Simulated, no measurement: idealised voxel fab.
The document below concerns the process module designated voxel transistor to metal.
The cross-section on display is named cut; it measures 185 nm wide, and its cells are 5 nm squares.
Cross-sections here: square-cell grids, written as top-down lists of bands, a band being one or more rows of cells.
What a band's entry tells you: where the top is and where the bottom is, as heights in nm, and after that what lies inside, material by material from left to right, each with its width in nm. Empty space is written as the word "blank", and a single material marked with the word "throughout" occupies the band from edge to edge.
The reference from which all heights are counted is 0, the level beneath which the as-received wafer is entirely one material; the lowest band, having no lower bound, proceeds downward and is written after the example "0 down".
Width "30..40": first value at the band's top row of cells, second value at its bottom row, equal change from row to row.
You'll sometimes find "everything unchanged" written for a step, and that's the way of saying that nowhere in the cross-section did a cell change during that step.
Enclosed voids (no open way to top), threshold 8 cells or more, entry "Sealed voids", notation width x height at distance, distance from left edge, nm.
If you see something after the settings on a step's line, that's the simulator's own remark about that step.
overlay nm: where the mask lay relative to plan, measured to the right, on steps with a mask; negatives go left.

THE PLANNED PROCESS STEPS ARE ENUMERATED HEREUNDER
1 RECEIVE (material Si)
2 OXIDIZE (depth nm 5)
3 CONFORMAL_DEP (material SiN; thk nm 10)
4 DIRECTIONAL_DEP (material aC; thk nm 10)
5 PATTERN (tone cover; mask id ACTIVE; material resist; width nm 120; thk nm 25; overlay nm 0)
6 DIRECTIONAL_ETCH (etch materials aC; depth nm 10)
7 STRIP (etch materials resist)
8 DIRECTIONAL_ETCH (etch materials SiN; depth nm 10)
9 DIRECTIONAL_ETCH (etch materials SiO2; depth nm 5)
10 DIRECTIONAL_ETCH (etch materials Si; depth nm 20)
11 STRIP (etch materials aC)
12 OXIDIZE (depth nm 5)
13 FILL_DEP (material SiO2; thk nm 5)
14 CMP (height nm 10)
15 SELECTIVE_ETCH (etch materials SiO2; depth nm 5)
16 STRIP (etch materials SiN)
17 SELECTIVE_ETCH (etch materials SiO2; depth nm 5)
18 OXIDIZE (depth nm 5)
19 DIRECTIONAL_DEP (material polySi; thk nm 25)
20 DIRECTIONAL_DEP (material SiCN; thk nm 10)
21 PATTERN (tone cover; mask id GATE; material resist; width nm 30; thk nm 15; overlay nm 0)
22 DIRECTIONAL_ETCH (etch materials SiCN; depth nm 20)
23 DIRECTIONAL_ETCH (etch materials polySi; depth nm 35)
24 STRIP (etch materials resist)
25 CONFORMAL_DEP (material SiO2; thk nm 5)
26 DIRECTIONAL_ETCH (etch materials SiO2; depth nm 5)
27 CONFORMAL_DEP (material SiN; thk nm 5)
28 DIRECTIONAL_ETCH (etch materials SiN; depth nm 5)
29 DIRECTIONAL_ETCH (etch materials SiO2; depth nm 5)
30 DIRECTIONAL_ETCH (etch materials Si; depth nm 5)
31 EPI (material SiGe; thk nm 5)
32 FILL_DEP (material SiO2; thk nm 5)
33 CMP (height nm 20)
34 STRIP (etch materials polySi)
35 SELECTIVE_ETCH (etch materials SiO2; depth nm 5)
36 CONFORMAL_DEP (material HfO2; thk nm 5)
37 CONFORMAL_DEP (material TiN; thk nm 5)
38 FILL_DEP (material W; thk nm 5)
39 CMP (height nm 15)
40 DIRECTIONAL_DEP (material SiO2; thk nm 15)
41 PATTERN (tone open; mask id CONTACT; material resist; width nm 15; pitch nm 85; thk nm 15; overlay nm 0)
42 DIRECTIONAL_ETCH (etch materials SiO2; depth nm 40)
43 STRIP (etch materials resist)
44 CONFORMAL_DEP (material TiN; thk nm 5)
45 FILL_DEP (material Ru; thk nm 10)
46 CMP (height nm 30)
47 CONFORMAL_DEP (material SiN; thk nm 5)
48 DIRECTIONAL_DEP (material SiO2; thk nm 25)
49 PATTERN (tone open; mask id METAL_1; material resist; width nm 15; pitch nm 85; thk nm 20; overlay nm 0)
50 DIRECTIONAL_ETCH (etch materials SiO2; depth nm 25)
51 DIRECTIONAL_ETCH (etch materials SiN; depth nm 5)
52 STRIP (etch materials resist)
53 CONFORMAL_DEP (material TiN; thk nm 5)
54 FILL_DEP (material Cu; thk nm 10)
55 CMP (height nm 60)
56 CONFORMAL_DEP (material SiCN; thk nm 5)

SO THIS IS THE INCOMING WAFER IN CROSS-SECTION - IT'S ALREADY BEEN THROUGH STEP 1
> 0 down = Si throughout
> Sealed voids: none

RUN AS PLANNED - FIRST OF THE TWO WAFERS CROSS-SECTIONED AT THE END OF THE MODULE
> 65 to 60 = SiCN throughout
> 60 to 35 = SiO2: 40; TiN: 5; Cu: 5; TiN: 5; SiO2: 70; TiN: 5; Cu: 5; TiN: 5; SiO2: 45
> 35 to 30 = SiN: 40; TiN: 15; SiN: 70; TiN: 15; SiN: 45
> 30 to 15 = SiO2: 40; TiN: 5; Ru: 5; TiN: 5; SiO2: 70; TiN: 5; Ru: 5; TiN: 5; SiO2: 45
> 15 to 0 = SiO2: 40; TiN: 5; Ru: 5; TiN: 5; SiO2: 10; SiN: 5; HfO2: 5; TiN: 5; W: 20; TiN: 5; HfO2: 5; SiN: 5; SiO2: 10; TiN: 5; Ru: 5; TiN: 5; SiO2: 45
> 0 to -5 = SiO2: 30; SiN: 5; SiO2: 5; TiN: 5; Ru: 5; TiN: 5; SiO2: 10; SiN: 5; HfO2: 5; TiN: 30; HfO2: 5; SiN: 5; SiO2: 10; TiN: 5; Ru: 5; TiN: 5; SiO2: 5; SiN: 5; SiO2: 35
> -5 to -10 = SiO2: 40; TiN: 15; SiO2: 5; SiGe: 5; SiO2: 5; HfO2: 40; SiO2: 5; SiGe: 5; SiO2: 5; TiN: 15; SiO2: 45
> -10 to -15 = SiO2: 35; SiGe: 30; Si: 50; SiGe: 30; SiO2: 40
> -15 to -30 = SiO2: 35; Si: 110; SiO2: 40
> -30 down = Si throughout
> Sealed voids: none

END-OF-MODULE CROSS-SECTION OF THE SECOND WAFER: IDENTICAL STARTING POINT AND PROCESS PLAN TO THE FIRST, WITH ONE PROCESSING MISTAKE
> 65 to 60 = SiCN throughout
> 60 to 35 = SiO2: 40; TiN: 5; Cu: 5; TiN: 5; SiO2: 70; TiN: 5; Cu: 5; TiN: 5; SiO2: 45
> 35 to 30 = SiN: 40; TiN: 15; SiN: 70; TiN: 15; SiN: 45
> 30 to 15 = SiO2: 40; TiN: 5; Ru: 5; TiN: 5; SiO2: 70; TiN: 5; Ru: 5; TiN: 5; SiO2: 45
> 15 to 5 = SiO2: 40; TiN: 5; Ru: 5; TiN: 5; SiO2: 10; SiN: 5; HfO2: 5; TiN: 5; W: 20; TiN: 5; HfO2: 5; SiN: 5; SiO2: 10; TiN: 5; Ru: 5; TiN: 5; SiO2: 45
> 5 to 0 = SiO2: 40; TiN: 5; Ru: 5; TiN: 5; SiO2: 10; SiN: 5; HfO2: 5; TiN: 30; HfO2: 5; SiN: 5; SiO2: 10; TiN: 5; Ru: 5; TiN: 5; SiO2: 45
> 0 to -5 = SiO2: 25; SiN: 5; SiO2: 10; TiN: 5; Ru: 5; TiN: 5; SiO2: 15; HfO2: 40; SiO2: 15; TiN: 5; Ru: 5; TiN: 5; SiO2: 10; SiN: 5; SiO2: 30
> -5 to -10 = SiO2: 40; TiN: 15; SiO2: 70; TiN: 15; SiO2: 45
> -10 to -15 = SiGe: 25; SiO2: 130; SiGe: 30
> -15 to -30 = Si: 25; SiO2: 130; Si: 30
> -30 down = Si throughout
> Sealed voids: none
Short version of what went wrong: heads up, step 5 didn't go per plan, it actually ran as PATTERN (tone open; mask id ACTIVE; material resist; width nm 120; thk nm 25; overlay nm 0)
Final wafer comparison in cells, second versus first, more or fewer per material: -2 HfO2 | -43 Si | -3 SiGe | -2 SiN | +56 SiO2 | -2 TiN | -4 W
